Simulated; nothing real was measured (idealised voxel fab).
Proc. module: voxel self aligned vias
Displayed cross-section: cut, width of 290 nm, square cells sized 5 nm.
Cross-sections here: square-cell grids, written as top-down lists of bands, a band being one or more rows of cells. Heights first: top, then bottom, in nm. Then materials, left to right, each with a width in nm. "full width" on a single material: fills the band edge to edge. "blank": empty space. Convention: height 0 is the level below which the wafer, as received, is all one material. The lowest band does not terminate at the bottom but continues downward, represented as "0 -> down". Quick explanation for "30->40": the width changes in equal steps down the rows of cells, from the first number in the band's top row to the second number in its bottom row. A step reported as "same as before" is a step in which no cell of the cross-section changed. Look at "Fully enclosed voids" for the closed voids: empty spaces with no open path to the top, sized 8 cells or up. Each is width x height at distance, distance from the left edge, all nm. Past the settings on a step's line: simulator remark, on that step. A step line may carry the setting "overlay nm", which, for steps involving a mask, states the distance by which the mask lay to the right of its intended position; negative values denote displacement to the left. Read the rest as pairs. Take the cross-section before one process step, then the cross-section after it, which shows only down to the lowest band that changed. Under the pair, find the step between them and its settings. Bear in mind that pairs may come from different runs of this module on the same starting wafer: link a pair to the pair above it only where its entry headed "Ahead of processing" says to.

AHEAD OF PROCESSING
  65 -> 55 | 60 of aC  40 of blank  90 of aC  40 of blank  60 of aC
  55 -> 40 | 60 of SiO2  40 of blank  90 of SiO2  40 of blank  60 of SiO2
  40 -> 35 | 65 of SiO2  30 of SiN  35 of SiO2  30 of SiN  35 of SiO2  30 of SiN  65 of SiO2
  35 -> 25 | 65 of SiO2  5 of TiN  20 of Ru  5 of TiN  35 of SiO2  5 of TiN  20 of Ru  5 of TiN  35 of SiO2  5 of TiN  20 of Ru  5 of TiN  65 of SiO2
  25 -> 20 | 65 of SiO2  30 of TiN  35 of SiO2  30 of TiN  35 of SiO2  30 of TiN  65 of SiO2
  20 -> 5 | SiO2 full width
  5 -> 0 | SiCN full width
  0 -> down | Si full width
  Fully enclosed voids: none

CROSS-SECTION AFTER STEP
  65 -> 55 | 60 of aC  40 of blank  90 of aC  40 of blank  60 of aC
  55 -> 40 | 60 of SiO2  40 of blank  90 of SiO2  40 of blank  60 of SiO2
  40 -> 35 | 65 of SiO2  30 of blank  35 of SiO2  30 of SiN  35 of SiO2  30 of blank  65 of SiO2
  Unchanged below 35.
  Fully enclosed voids: none
Step between the cross-sections above: DIRECTIONAL_ETCH: etch materials SiN, depth nm 5

Ahead of processing: just use the after drawing of the pair above as your starting point.

CROSS-SECTION AFTER STEP
  55 -> 40 | 60 of SiO2  40 of blank  90 of SiO2  40 of blank  60 of SiO2
  Unchanged below 40.
  Fully enclosed voids: none
Step between the cross-sections above: STRIP: etch materials aC

Ahead of processing: just use the after drawing of the pair above as your starting point.

CROSS-SECTION AFTER STEP
  60 -> 55 | 65 of TiN  30 of blank  100 of TiN  30 of blank  65 of TiN
  55 -> 45 | 60 of SiO2  5 of TiN  30 of blank  5 of TiN  90 of SiO2  5 of TiN  30 of blank  5 of TiN  60 of SiO2
  45 -> 40 | 60 of SiO2  10 of TiN  20 of blank  10 of TiN  90 of SiO2  10 of TiN  20 of blank  10 of TiN  60 of SiO2
  40 -> 35 | 65 of SiO2  30 of TiN  35 of SiO2  30 of SiN  35 of SiO2  30 of TiN  65 of SiO2
  Unchanged below 35.
  Fully enclosed voids: none
Step between the cross-sections above: CONFORMAL_DEP: material TiN, thk nm 5

Ahead of processing: just use the after drawing of the pair above as your starting point.

CROSS-SECTION AFTER STEP
  70 -> 60 | W full width
  60 -> 55 | 65 of TiN  30 of W  100 of TiN  30 of W  65 of TiN
  55 -> 45 | 60 of SiO2  5 of TiN  30 of W  5 of TiN  90 of SiO2  5 of TiN  30 of W  5 of TiN  60 of SiO2
  45 -> 40 | 60 of SiO2  10 of TiN  20 of W  10 of TiN  90 of SiO2  10 of TiN  20 of W  10 of TiN  60 of SiO2
  Unchanged below 40.
  Fully enclosed voids: none
Step between the cross-sections above: FILL_DEP: material W, thk nm 10

Ahead of processing: just use the after drawing of the pair above as your starting point.

CROSS-SECTION AFTER STEP
  55 -> 45 | 60 of SiO2  5 of TiN  30 of W  5 of TiN  90 of SiO2  5 of TiN  30 of W  5 of TiN  60 of SiO2
  Unchanged below 45.
  Fully enclosed voids: none
Step between the cross-sections above: CMP: height nm 55

Ahead of processing: just use the after drawing of the pair above as your starting point.

CROSS-SECTION AFTER STEP
  60 -> 55 | SiCN full width
  Unchanged below 55.
  Fully enclosed voids: none
Step between the cross-sections above: CONFORMAL_DEP: material SiCN, thk nm 5

AHEAD OF PROCESSING
  0 -> down | Si full width
  Fully enclosed voids: none

CROSS-SECTION AFTER STEP
  25 -> 0 | SiO2 full width
  Unchanged below 0.
  Fully enclosed voids: none
Step between the cross-sections above: CONFORMAL_DEP: material SiO2, thk nm 25

Ahead of processing: just use the after drawing of the pair above as your starting point.

CROSS-SECTION AFTER STEP
  30 -> 25 | SiCN full width
  Unchanged below 25.
  Fully enclosed voids: none
Step between the cross-sections above: CONFORMAL_DEP: material SiCN, thk nm 5

Ahead of processing: just use the after drawing of the pair above as your starting point.

CROSS-SECTION AFTER STEP
  50 -> 30 | SiO2 full width
  Unchanged below 30.
  Fully enclosed voids: none
Step between the cross-sections above: DIRECTIONAL_DEP: material SiO2, thk nm 20

Ahead of processing: just use the after drawing of the pair above as your starting point.

CROSS-SECTION AFTER STEP
  50 -> 30 | 65 of SiO2  30 of blank  35 of SiO2  30 of blank  35 of SiO2  30 of blank  65 of SiO2
  Unchanged below 30.
  Fully enclosed voids: none
Step between the cross-sections above: MASKED_ETCH: tone open, mask id LINES, width nm 30, pitch nm 65, etch materials SiO2, depth nm 20, overlay nm 0

Ahead of processing: just use the after drawing of the pair above as your starting point.

CROSS-SECTION AFTER STEP
  55 -> 50 | 70 of TiN  20 of blank  45 of TiN  20 of blank  45 of TiN  20 of blank  70 of TiN
  50 -> 35 | 65 of SiO2  5 of TiN  20 of blank  5 of TiN  35 of SiO2  5 of TiN  20 of blank  5 of TiN  35 of SiO2  5 of TiN  20 of blank  5 of TiN  65 of SiO2
  35 -> 30 | 65 of SiO2  30 of TiN  35 of SiO2  30 of TiN  35 of SiO2  30 of TiN  65 of SiO2
  Unchanged below 30.
  Fully enclosed voids: none
Step between the cross-sections above: CONFORMAL_DEP: material TiN, thk nm 5

Ahead of processing: just use the after drawing of the pair above as your starting point.

CROSS-SECTION AFTER STEP
  65 -> 55 | Ru full width
  55 -> 50 | 70 of TiN  20 of Ru  45 of TiN  20 of Ru  45 of TiN  20 of Ru  70 of TiN
  50 -> 35 | 65 of SiO2  5 of TiN  20 of Ru  5 of TiN  35 of SiO2  5 of TiN  20 of Ru  5 of TiN  35 of SiO2  5 of TiN  20 of Ru  5 of TiN  65 of SiO2
  Unchanged below 35.
  Fully enclosed voids: none
Step between the cross-sections above: FILL_DEP: material Ru, thk nm 10

Ahead of processing: just use the after drawing of the pair above as your starting point.

CROSS-SECTION AFTER STEP
  40 -> 35 | 65 of SiO2  5 of TiN  20 of Ru  5 of TiN  35 of SiO2  5 of TiN  20 of Ru  5 of TiN  35 of SiO2  5 of TiN  20 of Ru  5 of TiN  65 of SiO2
  Unchanged below 35.
  Fully enclosed voids: none
Step between the cross-sections above: CMP: height nm 40

Ahead of processing: just use the after drawing of the pair above as your starting point.

CROSS-SECTION AFTER STEP
  40 -> 35 | 65 of SiO2  30 of blank  35 of SiO2  30 of blank  35 of SiO2  30 of blank  65 of SiO2
  Unchanged below 35.
  Fully enclosed voids: none
Step between the cross-sections above: SELECTIVE_ETCH: etch materials W Ru TiN, depth nm 5

Ahead of processing: just use the after drawing of the pair above as your starting point.

CROSS-SECTION AFTER STEP
  50 -> 40 | SiN full width
  40 -> 35 | 65 of SiO2  30 of SiN  35 of SiO2  30 of SiN  35 of SiO2  30 of SiN  65 of SiO2
  Unchanged below 35.
  Fully enclosed voids: none
Step between the cross-sections above: FILL_DEP: material SiN, thk nm 10

Ahead of processing: just use the after drawing of the pair above as your starting point.

CROSS-SECTION AFTER STEP
  40 -> 35 | 65 of SiO2  30 of SiN  35 of SiO2  30 of SiN  35 of SiO2  30 of SiN  65 of SiO2
  Unchanged below 35.
  Fully enclosed voids: none
Step between the cross-sections above: CMP: height nm 40

Ahead of processing: just use the after drawing of the pair above as your starting point.

CROSS-SECTION AFTER STEP
  55 -> 40 | SiO2 full width
  Unchanged below 40.
  Fully enclosed voids: none
Step between the cross-sections above: DIRECTIONAL_DEP: material SiO2, thk nm 15

Ahead of processing: just use the after drawing of the pair above as your starting point.

CROSS-SECTION AFTER STEP
  65 -> 55 | aC full width
  Unchanged below 55.
  Fully enclosed voids: none
Step between the cross-sections above: DIRECTIONAL_DEP: material aC, thk nm 10

Ahead of processing: just use the after drawing of the pair above as your starting point.

CROSS-SECTION AFTER STEP
  95 -> 65 | 60 of resist  40 of blank  90 of resist  40 of blank  60 of resist
  Unchanged below 65.
  Fully enclosed voids: none
Step between the cross-sections above: PATTERN: tone open, mask id VIAS, material resist, width nm 40, pitch nm 130, thk nm 30, overlay nm 0

Ahead of processing: just use the after drawing of the pair above as your starting point.

CROSS-SECTION AFTER STEP
  85 -> 65 | 60 of resist  40 of blank  90 of resist  40 of blank  60 of resist
  65 -> 55 | 60 of aC  40 of blank  90 of aC  40 of blank  60 of aC
  Unchanged below 55.
  Fully enclosed voids: none
Step between the cross-sections above: DIRECTIONAL_ETCH: etch materials aC, depth nm 10

Ahead of processing: just use the after drawing of the pair above as your starting point.

CROSS-SECTION AFTER STEP
  65 -> 55 | 60 of aC  40 of blank  90 of aC  40 of blank  60 of aC
  Unchanged below 55.
  Fully enclosed voids: none
Step between the cross-sections above: STRIP: etch materials resist

Ahead of processing: just use the after drawing of the pair above as your starting point.

CROSS-SECTION AFTER STEP
  65 -> 55 | 60 of aC  40 of blank  90 of aC  40 of blank  60 of aC
  55 -> 40 | 60 of SiO2  40 of blank  90 of SiO2  40 of blank  60 of SiO2
  Unchanged below 40.
  Fully enclosed voids: none
Step between the cross-sections above: DIRECTIONAL_ETCH: etch materials SiO2, depth nm 15

Ahead of processing: just use the after drawing of the pair above as your starting point.

CROSS-SECTION AFTER STEP
  65 -> 55 | 60 of aC  40 of blank  90 of aC  40 of blank  60 of aC
  55 -> 40 | 60 of SiO2  40 of blank  90 of SiO2  40 of blank  60 of SiO2
  40 -> 35 | 65 of SiO2  30 of blank  35 of SiO2  30 of SiN  35 of SiO2  30 of blank  65 of SiO2
  Unchanged below 35.
  Fully enclosed voids: none
Step between the cross-sections above: DIRECTIONAL_ETCH: etch materials SiN, depth nm 5

Ahead of processing: just use the after drawing of the pair above as your starting point.

CROSS-SECTION AFTER STEP
  55 -> 40 | 60 of SiO2  40 of blank  90 of SiO2  40 of blank  60 of SiO2
  Unchanged below 40.
  Fully enclosed voids: none
Step between the cross-sections above: STRIP: etch materials aC

Ahead of processing: just use the after drawing of the pair above as your starting point.

CROSS-SECTION AFTER STEP
  60 -> 55 | 65 of TiN  30 of blank  100 of TiN  30 of blank  65 of TiN
  55 -> 45 | 60 of SiO2  5 of TiN  30 of blank  5 of TiN  90 of SiO2  5 of TiN  30 of blank  5 of TiN  60 of SiO2
  45 -> 40 | 60 of SiO2  10 of TiN  20 of blank  10 of TiN  90 of SiO2  10 of TiN  20 of blank  10 of TiN  60 of SiO2
  40 -> 35 | 65 of SiO2  30 of TiN  35 of SiO2  30 of SiN  35 of SiO2  30 of TiN  65 of SiO2
  Unchanged below 35.
  Fully enclosed voids: none
Step between the cross-sections above: CONFORMAL_DEP: material TiN, thk nm 5

Ahead of processing: just use the after drawing of the pair above as your starting point.

CROSS-SECTION AFTER STEP
  70 -> 60 | W full width
  60 -> 55 | 65 of TiN  30 of W  100 of TiN  30 of W  65 of TiN
  55 -> 45 | 60 of SiO2  5 of TiN  30 of W  5 of TiN  90 of SiO2  5 of TiN  30 of W  5 of TiN  60 of SiO2
  45 -> 40 | 60 of SiO2  10 of TiN  20 of W  10 of TiN  90 of SiO2  10 of TiN  20 of W  10 of TiN  60 of SiO2
  Unchanged below 40.
  Fully enclosed voids: none
Step between the cross-sections above: FILL_DEP: material W, thk nm 10

Ahead of processing: just use the after drawing of the pair above as your starting point.

CROSS-SECTION AFTER STEP
  55 -> 45 | 60 of SiO2  5 of TiN  30 of W  5 of TiN  90 of SiO2  5 of TiN  30 of W  5 of TiN  60 of SiO2
  Unchanged below 45.
  Fully enclosed voids: none
Step between the cross-sections above: CMP: height nm 55

Ahead of processing: just use the after drawing of the pair above as your starting point.

CROSS-SECTION AFTER STEP
  60 -> 55 | SiCN full width
  Unchanged below 55.
  Fully enclosed voids: none
Step between the cross-sections above: CONFORMAL_DEP: material SiCN, thk nm 5

AHEAD OF PROCESSING
  65 -> 55 | aC full width
  55 -> 40 | SiO2 full width
  40 -> 35 | 65 of SiO2  30 of SiN  35 of SiO2  30 of SiN  35 of SiO2  30 of SiN  65 of SiO2
  35 -> 25 | 65 of SiO2  5 of TiN  20 of Ru  5 of TiN  35 of SiO2  5 of TiN  20 of Ru  5 of TiN  35 of SiO2  5 of TiN  20 of Ru  5 of TiN  65 of SiO2
  25 -> 20 | 65 of SiO2  30 of TiN  35 of SiO2  30 of TiN  35 of SiO2  30 of TiN  65 of SiO2
  20 -> 15 | SiCN full width
  15 -> 0 | SiO2 full width
  0 -> down | Si full width
  Fully enclosed voids: none

CROSS-SECTION AFTER STEP
  95 -> 65 | 65 of resist  35 of blank  95 of resist  35 of blank  60 of resist
  Unchanged below 65.
  Fully enclosed voids: none
Step between the cross-sections above: PATTERN: tone open, mask id VIAS, material resist, width nm 35, pitch nm 130, thk nm 30, overlay nm 0

Ahead of processing: just use the after drawing of the pair above as your starting point.

CROSS-SECTION AFTER STEP
  85 -> 65 | 65 of resist  35 of blank  95 of resist  35 of blank  60 of resist
  65 -> 55 | 65 of aC  35 of blank  95 of aC  35 of blank  60 of aC
  Unchanged below 55.
  Fully enclosed voids: none
Step between the cross-sections above: DIRECTIONAL_ETCH: etch materials aC, depth nm 10

Ahead of processing: just use the after drawing of the pair above as your starting point.

CROSS-SECTION AFTER STEP
  65 -> 55 | 65 of aC  35 of blank  95 of aC  35 of blank  60 of aC
  Unchanged below 55.
  Fully enclosed voids: none
Step between the cross-sections above: STRIP: etch materials resist

Ahead of processing: just use the after drawing of the pair above as your starting point.

CROSS-SECTION AFTER STEP
  65 -> 55 | 65 of aC  35 of blank  95 of aC  35 of blank  60 of aC
  55 -> 40 | 65 of SiO2  35 of blank  95 of SiO2  35 of blank  60 of SiO2
  Unchanged below 40.
  Fully enclosed voids: none
Step between the cross-sections above: DIRECTIONAL_ETCH: etch materials SiO2, depth nm 15

Ahead of processing: just use the after drawing of the pair above as your starting point.

CROSS-SECTION AFTER STEP
  65 -> 55 | 65 of aC  35 of blank  95 of aC  35 of blank  60 of aC
  55 -> 40 | 65 of SiO2  35 of blank  95 of SiO2  35 of blank  60 of SiO2
  40 -> 35 | 65 of SiO2  30 of blank  35 of SiO2  30 of SiN  35 of SiO2  30 of blank  65 of SiO2
  Unchanged below 35.
  Fully enclosed voids: none
Step between the cross-sections above: DIRECTIONAL_ETCH: etch materials SiN, depth nm 5

Ahead of processing: just use the after drawing of the pair above as your starting point.

CROSS-SECTION AFTER STEP
  55 -> 40 | 65 of SiO2  35 of blank  95 of SiO2  35 of blank  60 of SiO2
  Unchanged below 40.
  Fully enclosed voids: none
Step between the cross-sections above: STRIP: etch materials aC

Ahead of processing: just use the after drawing of the pair above as your starting point.

CROSS-SECTION AFTER STEP
  60 -> 55 | 70 of TiN  25 of blank  105 of TiN  25 of blank  65 of TiN
  55 -> 45 | 65 of SiO2  5 of TiN  25 of blank  5 of TiN  95 of SiO2  5 of TiN  25 of blank  5 of TiN  60 of SiO2
  45 -> 40 | 65 of SiO2  5 of TiN  20 of blank  10 of TiN  95 of SiO2  5 of TiN  20 of blank  10 of TiN  60 of SiO2
  40 -> 35 | 65 of SiO2  30 of TiN  35 of SiO2  30 of SiN  35 of SiO2  30 of TiN  65 of SiO2
  Unchanged below 35.
  Fully enclosed voids: none
Step between the cross-sections above: CONFORMAL_DEP: material TiN, thk nm 5

Ahead of processing: just use the after drawing of the pair above as your starting point.

CROSS-SECTION AFTER STEP
  70 -> 60 | W full width
  60 -> 55 | 70 of TiN  25 of W  105 of TiN  25 of W  65 of TiN
  55 -> 45 | 65 of SiO2  5 of TiN  25 of W  5 of TiN  95 of SiO2  5 of TiN  25 of W  5 of TiN  60 of SiO2
  45 -> 40 | 65 of SiO2  5 of TiN  20 of W  10 of TiN  95 of SiO2  5 of TiN  20 of W  10 of TiN  60 of SiO2
  Unchanged below 40.
  Fully enclosed voids: none
Step between the cross-sections above: FILL_DEP: material W, thk nm 10

Ahead of processing: just use the after drawing of the pair above as your starting point.

CROSS-SECTION AFTER STEP
  55 -> 45 | 65 of SiO2  5 of TiN  25 of W  5 of TiN  95 of SiO2  5 of TiN  25 of W  5 of TiN  60 of SiO2
  Unchanged below 45.
  Fully enclosed voids: none
Step between the cross-sections above: CMP: height nm 55

Ahead of processing: just use the after drawing of the pair above as your starting point.

CROSS-SECTION AFTER STEP
  60 -> 55 | SiCN full width
  Unchanged below 55.
  Fully enclosed voids: none
Step between the cross-sections above: CONFORMAL_DEP: material SiCN, thk nm 5

AHEAD OF PROCESSING
  65 -> 55 | aC full width
  55 -> 40 | SiO2 full width
  40 -> 35 | 65 of SiO2  30 of SiN  35 of SiO2  30 of SiN  35 of SiO2  30 of SiN  65 of SiO2
  35 -> 25 | 65 of SiO2  5 of TiN  20 of Ru  5 of TiN  35 of SiO2  5 of TiN  20 of Ru  5 of TiN  35 of SiO2  5 of TiN  20 of Ru  5 of TiN  65 of SiO2
  25 -> 20 | 65 of SiO2  30 of TiN  35 of SiO2  30 of TiN  35 of SiO2  30 of TiN  65 of SiO2
  20 -> 15 | SiCN full width
  15 -> 0 | SiO2 full width
  0 -> down | Si full width
  Fully enclosed voids: none

CROSS-SECTION AFTER STEP
  95 -> 65 | 50 of resist  40 of blank  90 of resist  40 of blank  70 of resist
  Unchanged below 65.
  Fully enclosed voids: none
Step between the cross-sections above: PATTERN: tone open, mask id VIAS, material resist, width nm 40, pitch nm 130, thk nm 30, overlay nm -10

Ahead of processing: just use the after drawing of the pair above as your starting point.

CROSS-SECTION AFTER STEP
  85 -> 65 | 50 of resist  40 of blank  90 of resist  40 of blank  70 of resist
  65 -> 55 | 50 of aC  40 of blank  90 of aC  40 of blank  70 of aC
  Unchanged below 55.
  Fully enclosed voids: none
Step between the cross-sections above: DIRECTIONAL_ETCH: etch materials aC, depth nm 10

Ahead of processing: just use the after drawing of the pair above as your starting point.

CROSS-SECTION AFTER STEP
  65 -> 55 | 50 of aC  40 of blank  90 of aC  40 of blank  70 of aC
  Unchanged below 55.
  Fully enclosed voids: none
Step between the cross-sections above: STRIP: etch materials resist

Ahead of processing: just use the after drawing of the pair above as your starting point.

CROSS-SECTION AFTER STEP
  65 -> 55 | 50 of aC  40 of blank  90 of aC  40 of blank  70 of aC
  55 -> 40 | 50 of SiO2  40 of blank  90 of SiO2  40 of blank  70 of SiO2
  Unchanged below 40.
  Fully enclosed voids: none
Step between the cross-sections above: DIRECTIONAL_ETCH: etch materials SiO2, depth nm 15

Ahead of processing: just use the after drawing of the pair above as your starting point.

CROSS-SECTION AFTER STEP
  65 -> 55 | 50 of aC  40 of blank  90 of aC  40 of blank  70 of aC
  55 -> 40 | 50 of SiO2  40 of blank  90 of SiO2  40 of blank  70 of SiO2
  40 -> 35 | 65 of SiO2  25 of blank  5 of SiN  35 of SiO2  30 of SiN  35 of SiO2  25 of blank  5 of SiN  65 of SiO2
  Unchanged below 35.
  Fully enclosed voids: none
Step between the cross-sections above: DIRECTIONAL_ETCH: etch materials SiN, depth nm 5

Ahead of processing: just use the after drawing of the pair above as your starting point.

CROSS-SECTION AFTER STEP
  55 -> 40 | 50 of SiO2  40 of blank  90 of SiO2  40 of blank  70 of SiO2
  Unchanged below 40.
  Fully enclosed voids: none
Step between the cross-sections above: STRIP: etch materials aC

Ahead of processing: just use the after drawing of the pair above as your starting point.

CROSS-SECTION AFTER STEP
  60 -> 55 | 55 of TiN  30 of blank  100 of TiN  30 of blank  75 of TiN
  55 -> 45 | 50 of SiO2  5 of TiN  30 of blank  5 of TiN  90 of SiO2  5 of TiN  30 of blank  5 of TiN  70 of SiO2
  45 -> 40 | 50 of SiO2  20 of TiN  15 of blank  5 of TiN  90 of SiO2  20 of TiN  15 of blank  5 of TiN  70 of SiO2
  40 -> 35 | 65 of SiO2  25 of TiN  5 of SiN  35 of SiO2  30 of SiN  35 of SiO2  25 of TiN  5 of SiN  65 of SiO2
  Unchanged below 35.
  Fully enclosed voids: none
Step between the cross-sections above: CONFORMAL_DEP: material TiN, thk nm 5

Ahead of processing: just use the after drawing of the pair above as your starting point.

CROSS-SECTION AFTER STEP
  70 -> 60 | W full width
  60 -> 55 | 55 of TiN  30 of W  100 of TiN  30 of W  75 of TiN
  55 -> 45 | 50 of SiO2  5 of TiN  30 of W  5 of TiN  90 of SiO2  5 of TiN  30 of W  5 of TiN  70 of SiO2
  45 -> 40 | 50 of SiO2  20 of TiN  15 of W  5 of TiN  90 of SiO2  20 of TiN  15 of W  5 of TiN  70 of SiO2
  Unchanged below 40.
  Fully enclosed voids: none
Step between the cross-sections above: FILL_DEP: material W, thk nm 10

Ahead of processing: just use the after drawing of the pair above as your starting point.

CROSS-SECTION AFTER STEP
  55 -> 45 | 50 of SiO2  5 of TiN  30 of W  5 of TiN  90 of SiO2  5 of TiN  30 of W  5 of TiN  70 of SiO2
  Unchanged below 45.
  Fully enclosed voids: none
Step between the cross-sections above: CMP: height nm 55

Ahead of processing: just use the after drawing of the pair above as your starting point.

CROSS-SECTION AFTER STEP
  60 -> 55 | SiCN full width
  Unchanged below 55.
  Fully enclosed voids: none
Step between the cross-sections above: CONFORMAL_DEP: material SiCN, thk nm 5

AHEAD OF PROCESSING
  40 -> 35 | 65 of SiO2  30 of blank  35 of SiO2  30 of blank  35 of SiO2  30 of blank  65 of SiO2
  35 -> 25 | 65 of SiO2  5 of TiN  20 of Ru  5 of TiN  35 of SiO2  5 of TiN  20 of Ru  5 of TiN  35 of SiO2  5 of TiN  20 of Ru  5 of TiN  65 of SiO2
  25 -> 20 | 65 of SiO2  30 of TiN  35 of SiO2  30 of TiN  35 of SiO2  30 of TiN  65 of SiO2
  20 -> 15 | SiCN full width
  15 -> 0 | SiO2 full width
  0 -> down | Si full width
  Fully enclosed voids: none

CROSS-SECTION AFTER STEP
  50 -> 40 | Ru full width
  40 -> 35 | 65 of SiO2  30 of Ru  35 of SiO2  30 of Ru  35 of SiO2  30 of Ru  65 of SiO2
  Unchanged below 35.
  Fully enclosed voids: none
Step between the cross-sections above: FILL_DEP: material Ru, thk nm 10

Ahead of processing: just use the after drawing of the pair above as your starting point.

CROSS-SECTION AFTER STEP
  40 -> 35 | 65 of SiO2  30 of Ru  35 of SiO2  30 of Ru  35 of SiO2  30 of Ru  65 of SiO2
  Unchanged below 35.
  Fully enclosed voids: none
Step between the cross-sections above: CMP: height nm 40

Ahead of processing: just use the after drawing of the pair above as your starting point.

CROSS-SECTION AFTER STEP
  55 -> 40 | SiO2 full width
  Unchanged below 40.
  Fully enclosed voids: none
Step between the cross-sections above: DIRECTIONAL_DEP: material SiO2, thk nm 15

Ahead of processing: just use the after drawing of the pair above as your starting point.

CROSS-SECTION AFTER STEP
  65 -> 55 | aC full width
  Unchanged below 55.
  Fully enclosed voids: none
Step between the cross-sections above: DIRECTIONAL_DEP: material aC, thk nm 10

Ahead of processing: just use the after drawing of the pair above as your starting point.

CROSS-SECTION AFTER STEP
  95 -> 65 | 60 of resist  40 of blank  90 of resist  40 of blank  60 of resist
  Unchanged below 65.
  Fully enclosed voids: none
Step between the cross-sections above: PATTERN: tone open, mask id VIAS, material resist, width nm 40, pitch nm 130, thk nm 30, overlay nm 0

Ahead of processing: just use the after drawing of the pair above as your starting point.

CROSS-SECTION AFTER STEP
  85 -> 65 | 60 of resist  40 of blank  90 of resist  40 of blank  60 of resist
  65 -> 55 | 60 of aC  40 of blank  90 of aC  40 of blank  60 of aC
  Unchanged below 55.
  Fully enclosed voids: none
Step between the cross-sections above: DIRECTIONAL_ETCH: etch materials aC, depth nm 10

Ahead of processing: just use the after drawing of the pair above as your starting point.

CROSS-SECTION AFTER STEP
  65 -> 55 | 60 of aC  40 of blank  90 of aC  40 of blank  60 of aC
  Unchanged below 55.
  Fully enclosed voids: none
Step between the cross-sections above: STRIP: etch materials resist

Ahead of processing: just use the after drawing of the pair above as your starting point.

CROSS-SECTION AFTER STEP
  65 -> 55 | 60 of aC  40 of blank  90 of aC  40 of blank  60 of aC
  55 -> 40 | 60 of SiO2  40 of blank  90 of SiO2  40 of blank  60 of SiO2
  Unchanged below 40.
  Fully enclosed voids: none
Step between the cross-sections above: DIRECTIONAL_ETCH: etch materials SiO2, depth nm 15

Ahead of processing: just use the after drawing of the pair above as your starting point.

CROSS-SECTION AFTER STEP
  55 -> 40 | 60 of SiO2  40 of blank  90 of SiO2  40 of blank  60 of SiO2
  Unchanged below 40.
  Fully enclosed voids: none
Step between the cross-sections above: STRIP: etch materials aC

Ahead of processing: just use the after drawing of the pair above as your starting point.

CROSS-SECTION AFTER STEP
  60 -> 55 | 65 of TiN  30 of blank  100 of TiN  30 of blank  65 of TiN
  55 -> 45 | 60 of SiO2  5 of TiN  30 of blank  5 of TiN  90 of SiO2  5 of TiN  30 of blank  5 of TiN  60 of SiO2
  45 -> 40 | 60 of SiO2  40 of TiN  90 of SiO2  40 of TiN  60 of SiO2
  Unchanged below 40.
  Fully enclosed voids: none
Step between the cross-sections above: CONFORMAL_DEP: material TiN, thk nm 5

Ahead of processing: just use the after drawing of the pair above as your starting point.

CROSS-SECTION AFTER STEP
  70 -> 60 | W full width
  60 -> 55 | 65 of TiN  30 of W  100 of TiN  30 of W  65 of TiN
  55 -> 45 | 60 of SiO2  5 of TiN  30 of W  5 of TiN  90 of SiO2  5 of TiN  30 of W  5 of TiN  60 of SiO2
  Unchanged below 45.
  Fully enclosed voids: none
Step between the cross-sections above: FILL_DEP: material W, thk nm 10

Ahead of processing: just use the after drawing of the pair above as your starting point.

CROSS-SECTION AFTER STEP
  55 -> 45 | 60 of SiO2  5 of TiN  30 of W  5 of TiN  90 of SiO2  5 of TiN  30 of W  5 of TiN  60 of SiO2
  Unchanged below 45.
  Fully enclosed voids: none
Step between the cross-sections above: CMP: height nm 55

Ahead of processing: just use the after drawing of the pair above as your starting point.

CROSS-SECTION AFTER STEP
  60 -> 55 | SiCN full width
  Unchanged below 55.
  Fully enclosed voids: none
Step between the cross-sections above: CONFORMAL_DEP: material SiCN, thk nm 5

AHEAD OF PROCESSING
  40 -> 20 | SiO2 full width
  20 -> 15 | SiCN full width
  15 -> 0 | SiO2 full width
  0 -> down | Si full width
  Fully enclosed voids: none

CROSS-SECTION AFTER STEP
  40 -> 20 | 65 of blank  30 of SiO2  35 of blank  30 of SiO2  35 of blank  30 of SiO2  65 of blank
  Unchanged below 20.
  Fully enclosed voids: none
Step between the cross-sections above: MASKED_ETCH: tone cover, mask id LINES, width nm 30, pitch nm 65, etch materials SiO2, depth nm 20, overlay nm 0

Ahead of processing: just use the after drawing of the pair above as your starting point.

CROSS-SECTION AFTER STEP
  45 -> 40 | 60 of blank  40 of TiN  25 of blank  40 of TiN  25 of blank  40 of TiN  60 of blank
  40 -> 25 | 60 of blank  5 of TiN  30 of SiO2  5 of TiN  25 of blank  5 of TiN  30 of SiO2  5 of TiN  25 of blank  5 of TiN  30 of SiO2  5 of TiN  60 of blank
  25 -> 20 | 65 of TiN  30 of SiO2  35 of TiN  30 of SiO2  35 of TiN  30 of SiO2  65 of TiN
  Unchanged below 20.
  Fully enclosed voids: none
Step between the cross-sections above: CONFORMAL_DEP: material TiN, thk nm 5

Ahead of processing: just use the after drawing of the pair above as your starting point.

CROSS-SECTION AFTER STEP
  55 -> 45 | Ru full width
  45 -> 40 | 60 of Ru  40 of TiN  25 of Ru  40 of TiN  25 of Ru  40 of TiN  60 of Ru
  40 -> 25 | 60 of Ru  5 of TiN  30 of SiO2  5 of TiN  25 of Ru  5 of TiN  30 of SiO2  5 of TiN  25 of Ru  5 of TiN  30 of SiO2  5 of TiN  60 of Ru
  Unchanged below 25.
  Fully enclosed voids: none
Step between the cross-sections above: FILL_DEP: material Ru, thk nm 10

Ahead of processing: just use the after drawing of the pair above as your starting point.

CROSS-SECTION AFTER STEP
  40 -> 25 | 60 of Ru  5 of TiN  30 of SiO2  5 of TiN  25 of Ru  5 of TiN  30 of SiO2  5 of TiN  25 of Ru  5 of TiN  30 of SiO2  5 of TiN  60 of Ru
  Unchanged below 25.
  Fully enclosed voids: none
Step between the cross-sections above: CMP: height nm 40

Ahead of processing: just use the after drawing of the pair above as your starting point.

CROSS-SECTION AFTER STEP
  40 -> 35 | 65 of blank  30 of SiO2  35 of blank  30 of SiO2  35 of blank  30 of SiO2  65 of blank
  Unchanged below 35.
  Fully enclosed voids: none
Step between the cross-sections above: SELECTIVE_ETCH: etch materials W Ru TiN, depth nm 5

Ahead of processing: just use the after drawing of the pair above as your starting point.

CROSS-SECTION AFTER STEP
  50 -> 40 | SiN full width
  40 -> 35 | 65 of SiN  30 of SiO2  35 of SiN  30 of SiO2  35 of SiN  30 of SiO2  65 of SiN
  Unchanged below 35.
  Fully enclosed voids: none
Step between the cross-sections above: FILL_DEP: material SiN, thk nm 10

Ahead of processing: just use the after drawing of the pair above as your starting point.

CROSS-SECTION AFTER STEP
  40 -> 35 | 65 of SiN  30 of SiO2  35 of SiN  30 of SiO2  35 of SiN  30 of SiO2  65 of SiN
  Unchanged below 35.
  Fully enclosed voids: none
Step between the cross-sections above: CMP: height nm 40

Ahead of processing: just use the after drawing of the pair above as your starting point.

CROSS-SECTION AFTER STEP
  55 -> 40 | SiO2 full width
  Unchanged below 40.
  Fully enclosed voids: none
Step between the cross-sections above: DIRECTIONAL_DEP: material SiO2, thk nm 15
